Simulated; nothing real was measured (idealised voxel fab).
A process module follows: voxel ribs on slabs.
The width of the displayed cross-section, cut, is 150 nm; its cells are square, with a size of 5 nm.
A cross-section is written here as square cells arranged in a grid, and it is given in bands from the top down, each band taking up one or more rows of cells.
This entry defines a band. It first specifies the height of the band's top and the height of its bottom in nm, and then specifies the band's materials from left to right, stating each material with its width in nm. The word "all across" identifies a single material that fills the band from edge to edge, while the word "air" identifies empty space.
The level at which height equals 0 is the one under which the wafer, as it arrives, is entirely one material. No lower edge exists for the bottom band, which continues downward and is notated as in "0 and below".
A width given as "30->40" starts at the first number in the band's top row and ends at the second number in its bottom row, shifting by an equal amount at every step from row to row.
"nothing altered" after a step means that no cell of the cross-section changed.
Each empty space that has no open way to the top and spans at least 8 cells appears under "Fully closed voids" as width x height at distance, the distance counted from the left edge, all in nm.
Formally, on a step line, whatever follows the settings is a remark that the simulator itself makes on the step.
overlay nm, on a step with a mask: how far to the right of its planned place the mask lay; to the left if negative

These are the steps we planned for the process:
1) RECEIVE | material Si
2) DIRECTIONAL_DEP | material SiO2 | thk nm 20
3) DIRECTIONAL_DEP | material polySi | thk nm 25
4) MASKED_ETCH | tone cover | mask id RIB | width nm 20 | etch materials polySi | depth nm 15 | overlay nm 0
5) DIRECTIONAL_DEP | material aC | thk nm 15
6) PATTERN | tone cover | mask id SLAB | material resist | width nm 50 | thk nm 30 | overlay nm 0
7) DIRECTIONAL_ETCH | etch materials aC | depth nm 15
8) STRIP | etch materials resist
9) DIRECTIONAL_ETCH | etch materials polySi | depth nm 10
10) STRIP | etch materials aC
11) FILL_DEP | material SiO2 | thk nm 15
12) CMP | height nm 55
13) DIRECTIONAL_DEP | material W | thk nm 5
14) DIRECTIONAL_DEP | material aC | thk nm 15
15) PATTERN | tone cover | mask id HEATER | material resist | width nm 30 | thk nm 30 | overlay nm 0
16) DIRECTIONAL_ETCH | etch materials aC | depth nm 15
17) STRIP | etch materials resist
18) DIRECTIONAL_ETCH | etch materials W | depth nm 5
19) STRIP | etch materials aC
20) CONFORMAL_DEP | material SiO2 | thk nm 10

Wafer at receipt (post step 1), cross-section:
> 0 and below | Si all across
> Fully closed voids: none

One mistake in running the module, otherwise start and plan as above: cross-section at the end:
> 70 down to 65 | air 50 | SiO2 50 | air 50
> 65 down to 60 | SiO2 all across
> 60 down to 55 | SiO2 60 | W 30 | SiO2 60
> 55 down to 25 | SiO2 all across
> 25 down to 0 | polySi all across
> 0 and below | Si all across
> Fully closed voids: none
Nonconformance to the process plan: deviation from plan: step 3 and step 2 executed in one another's positions
